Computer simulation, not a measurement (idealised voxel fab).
process module | voxel tone inversion
cross-section cut | 240 nm wide | cells 5 nm
A cross-section is a grid of square cells, given in bands from the top down. A band is one or more rows of cells.
Each band's line starts with the height of the band's top and of its bottom, in nm. Then come its materials from left to right, each with its width in nm. One material with "throughout" fills the band from edge to edge. "air" is empty space.
Height 0 is the level under which the wafer as received is all one material. The lowest band goes on downwards, as in "0 down".
A width such as "30 to 40" changes by the same amount from each row of cells to the next, from the band's top row to its bottom row.
"no change" after a step means that no cell of the cross-section changed.
closed voids: empty space of 8 cells or more with no open way to the top, each as width x height at its distance from the left edge, in nm
after a step's settings: what the simulator itself notes on the step
overlay nm, on a step with a mask: how far to the right of its planned place the mask lay; to the left if negative
plan
1 op RECEIVE | material Si
2 op CONFORMAL_DEP | material SiN | thk nm 5
3 op DIRECTIONAL_DEP | material polySi | thk nm 20
4 op PATTERN | tone cover | mask id POSTS | material resist | width nm 15 | pitch nm 45 | thk nm 25 | overlay nm 0
5 op DIRECTIONAL_ETCH | etch materials polySi | depth nm 20
6 op STRIP | etch materials resist
7 op FILL_DEP | material lowk | thk nm 10
8 op CMP | height nm 25
9 op STRIP | etch materials polySi
10 op CONFORMAL_DEP | material TiN | thk nm 5
11 op FILL_DEP | material Cu | thk nm 10
12 op CMP | height nm 25
13 op CONFORMAL_DEP | material SiCN | thk nm 5
first wafer, as planned
as received, after step 1
  0 down: Si throughout
  closed voids: none
after step 2
  5 to 0: SiN throughout
  below 0: unchanged
after step 3
  25 to 5: polySi throughout
  below 5: unchanged
after step 4
  50 to 25: air 45 | resist 15 | air 30 | resist 15 | air 30 | resist 15 | air 30 | resist 15 | air 45
  below 25: unchanged
after step 5
  50 to 25: air 45 | resist 15 | air 30 | resist 15 | air 30 | resist 15 | air 30 | resist 15 | air 45
  25 to 5: air 45 | polySi 15 | air 30 | polySi 15 | air 30 | polySi 15 | air 30 | polySi 15 | air 45
  below 5: unchanged
after step 6
  25 to 5: air 45 | polySi 15 | air 30 | polySi 15 | air 30 | polySi 15 | air 30 | polySi 15 | air 45
  below 5: unchanged
after step 7
  35 to 25: lowk throughout
  25 to 5: lowk 45 | polySi 15 | lowk 30 | polySi 15 | lowk 30 | polySi 15 | lowk 30 | polySi 15 | lowk 45
  below 5: unchanged
after step 8
  25 to 5: lowk 45 | polySi 15 | lowk 30 | polySi 15 | lowk 30 | polySi 15 | lowk 30 | polySi 15 | lowk 45
  below 5: unchanged
after step 9
  25 to 5: lowk 45 | air 15 | lowk 30 | air 15 | lowk 30 | air 15 | lowk 30 | air 15 | lowk 45
  below 5: unchanged
after step 10
  30 to 25: TiN 50 | air 5 | TiN 40 | air 5 | TiN 40 | air 5 | TiN 40 | air 5 | TiN 50
  25 to 10: lowk 45 | TiN 5 | air 5 | TiN 5 | lowk 30 | TiN 5 | air 5 | TiN 5 | lowk 30 | TiN 5 | air 5 | TiN 5 | lowk 30 | TiN 5 | air 5 | TiN 5 | lowk 45
  10 to 5: lowk 45 | TiN 15 | lowk 30 | TiN 15 | lowk 30 | TiN 15 | lowk 30 | TiN 15 | lowk 45
  below 5: unchanged
after step 11
  40 to 30: Cu throughout
  30 to 25: TiN 50 | Cu 5 | TiN 40 | Cu 5 | TiN 40 | Cu 5 | TiN 40 | Cu 5 | TiN 50
  25 to 10: lowk 45 | TiN 5 | Cu 5 | TiN 5 | lowk 30 | TiN 5 | Cu 5 | TiN 5 | lowk 30 | TiN 5 | Cu 5 | TiN 5 | lowk 30 | TiN 5 | Cu 5 | TiN 5 | lowk 45
  below 10: unchanged
after step 12
  25 to 10: lowk 45 | TiN 5 | Cu 5 | TiN 5 | lowk 30 | TiN 5 | Cu 5 | TiN 5 | lowk 30 | TiN 5 | Cu 5 | TiN 5 | lowk 30 | TiN 5 | Cu 5 | TiN 5 | lowk 45
  below 10: unchanged
after step 13
  30 to 25: SiCN throughout
  below 25: unchanged
second wafer: like start, like plan, one mistake. Through step 1 it matches the first wafer
when step 2 should have ended
  20 to 0: polySi throughout
  below 0: unchanged
when step 3 should have ended
  25 to 20: SiN throughout
  below 20: unchanged
when step 4 should have ended
  50 to 25: air 45 | resist 15 | air 30 | resist 15 | air 30 | resist 15 | air 30 | resist 15 | air 45
  below 25: unchanged
when step 5 should have ended: no change
when step 6 should have ended
  25 to 20: SiN throughout
  below 20: unchanged
when step 7 should have ended
  35 to 25: lowk throughout
  below 25: unchanged
when step 8 should have ended
  25 to 20: SiN throughout
  below 20: unchanged
when step 9 should have ended: no change
when step 10 should have ended
  30 to 25: TiN throughout
  below 25: unchanged
when step 11 should have ended
  40 to 30: Cu throughout
  below 30: unchanged
when step 12 should have ended
  25 to 20: SiN throughout
  below 20: unchanged
when step 13 should have ended
  30 to 25: SiCN throughout
  below 25: unchanged
what went wrong: steps 2 and 3 were swapped
at the end the second wafer has, in cells: 12 fewer of Cu | 36 fewer of TiN | 144 fewer of lowk | 192 more of polySi
